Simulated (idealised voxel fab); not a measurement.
The name of this process module is voxel released beams.
Square cells of 5 nm make up the cross-section cut, whose width is 155 nm.
Notation: cross-section as square-cell grid; stated in bands, top first, going down; one or more cell rows per band. Band: top height; bottom height; in nm. Then, left to right: material with width in nm, for each material. "edge to edge": a single material spanning edge to edge. "air": empty space. Height reference: 0 = level under which incoming wafer is all one material. Lowest band: no bottom, runs on downward, e.g. "0 down". So if you see something like "30 to 40" for the width, read it as the top row of the band sitting at the first number and the bottom row at the second, with every row in between moving by the same amount as the last. Step note "no alterations made" = no cross-section cell changed. The entry titled "Entrapped void list" provides the empty spaces that have no open way to the top, restricted to those of 8 cells or more. Each is presented as width x height at distance, the distance being measured from the left edge, with all three in nm. Read whatever lies past the settings on a step's line as the simulator's own remark about the step. For masked steps, "overlay nm" on the step line gives how far right of plan the mask actually lay; a minus sign means it lay to the left.
### These are the steps we planned for the process
1,RECEIVE (material Si)
2,CONFORMAL_DEP (material Al2O3; thk nm 5)
3,DIRECTIONAL_DEP (material SiO2; thk nm 15)
4,DIRECTIONAL_DEP (material aC; thk nm 10)
5,PATTERN (tone open; mask id ANCHOR; material resist; width nm 35; thk nm 25; overlay nm 0)
6,DIRECTIONAL_ETCH (etch materials aC; depth nm 10)
7,STRIP (etch materials resist)
8,DIRECTIONAL_ETCH (etch materials SiO2; depth nm 15)
9,STRIP (etch materials aC)
10,CONFORMAL_DEP (material W; thk nm 10)
11,DIRECTIONAL_DEP (material aC; thk nm 15)
12,PATTERN (tone cover; mask id BEAM; material resist; width nm 100; thk nm 35; overlay nm 0)
13,DIRECTIONAL_ETCH (etch materials aC; depth nm 15)
14,STRIP (etch materials resist)
15,DIRECTIONAL_ETCH (etch materials W; depth nm 10)
16,STRIP (etch materials aC)
17,STRIP (etch materials SiO2)
### So, the first of our two wafers, run just as we planned it
### As-received state of the wafer in cross-section, equivalent to post-step 1
0 down  Si edge to edge
Entrapped void list: none
### Sectional view: wafer, after step 2
5 to 0  Al2O3 edge to edge
Beneath the level 0, the cross-section is identical to its previous state.
### Sectional view: wafer, after step 3
20 to 5  SiO2 edge to edge
Beneath the level 5, the cross-section is identical to its previous state.
### Sectional view: wafer, after step 4
30 to 20  aC edge to edge
Beneath the level 20, the cross-section is identical to its previous state.
### Sectional view: wafer, after step 5
55 to 30  resist (30) | air (35) | resist (90)
Beneath the level 30, the cross-section is identical to its previous state.
### Sectional view: wafer, after step 6
45 to 30  resist (30) | air (35) | resist (90)
30 to 20  aC (30) | air (35) | aC (90)
Beneath the level 20, the cross-section is identical to its previous state.
### Sectional view: wafer, after step 7
30 to 20  aC (30) | air (35) | aC (90)
Beneath the level 20, the cross-section is identical to its previous state.
### Sectional view: wafer, after step 8
30 to 20  aC (30) | air (35) | aC (90)
20 to 5  SiO2 (30) | air (35) | SiO2 (90)
Beneath the level 5, the cross-section is identical to its previous state.
### Sectional view: wafer, after step 9
20 to 5  SiO2 (30) | air (35) | SiO2 (90)
Beneath the level 5, the cross-section is identical to its previous state.
### Sectional view: wafer, after step 10
30 to 20  W (40) | air (15) | W (100)
20 to 15  SiO2 (30) | W (10) | air (15) | W (10) | SiO2 (90)
15 to 5  SiO2 (30) | W (35) | SiO2 (90)
Beneath the level 5, the cross-section is identical to its previous state.
### Sectional view: wafer, after step 11
45 to 30  aC (40) | air (15) | aC (100)
30 to 20  W (40) | aC (15) | W (100)
20 to 15  SiO2 (30) | W (10) | aC (15) | W (10) | SiO2 (90)
Beneath the level 15, the cross-section is identical to its previous state.
### Sectional view: wafer, after step 12
80 to 45  air (25) | resist (100) | air (30)
45 to 30  aC (40) | resist (15) | aC (100)
Beneath the level 30, the cross-section is identical to its previous state.
### Sectional view: wafer, after step 13
65 to 45  air (25) | resist (100) | air (30)
45 to 30  air (25) | aC (15) | resist (15) | aC (70) | air (30)
Beneath the level 30, the cross-section is identical to its previous state.
### Sectional view: wafer, after step 14
45 to 30  air (25) | aC (15) | air (15) | aC (70) | air (30)
Beneath the level 30, the cross-section is identical to its previous state.
### Sectional view: wafer, after step 15
45 to 30  air (25) | aC (15) | air (15) | aC (70) | air (30)
30 to 20  air (25) | W (15) | aC (15) | W (70) | air (30)
Beneath the level 20, the cross-section is identical to its previous state.
### Sectional view: wafer, after step 16
30 to 20  air (25) | W (15) | air (15) | W (70) | air (30)
20 to 15  SiO2 (30) | W (10) | air (15) | W (10) | SiO2 (90)
Beneath the level 15, the cross-section is identical to its previous state.
### Sectional view: wafer, after step 17
30 to 20  air (25) | W (15) | air (15) | W (70) | air (30)
20 to 15  air (30) | W (10) | air (15) | W (10) | air (90)
15 to 5  air (30) | W (35) | air (90)
Beneath the level 5, the cross-section is identical to its previous state.
### It is to be noted that the second wafer proceeded from the same initial state and according to the same plan as the first, although one mistake was committed in its execution; through step 13, inclusive, the two wafers share an identical history
### Second wafer, sectioned view, at step 14's planned end time
45 to 30  air (25) | aC (15) | air (15) | aC (70) | air (30)
Beneath the level 30, the cross-section is identical to its previous state.
### Second wafer, sectioned view, at step 15's planned end time
45 to 30  air (25) | aC (15) | air (15) | aC (70) | air (30)
30 to 20  air (25) | W (15) | aC (15) | W (70) | air (30)
Beneath the level 20, the cross-section is identical to its previous state.
### Second wafer, sectioned view, at step 16's planned end time
30 to 20  air (25) | W (15) | air (15) | W (70) | air (30)
20 to 15  SiO2 (30) | W (10) | air (15) | W (10) | SiO2 (90)
Beneath the level 15, the cross-section is identical to its previous state.
### Second wafer, sectioned view, at step 17's planned end time
30 to 20  air (25) | W (15) | air (15) | W (70) | air (30)
20 to 15  air (30) | W (10) | air (15) | W (10) | air (90)
15 to 5  air (30) | W (35) | air (90)
Beneath the level 5, the cross-section is identical to its previous state.
Short version of what went wrong: execution of plan step 14 occurred twice
At process end the two wafers are indistinguishable in cross-section, so the error does not change what this model computes.
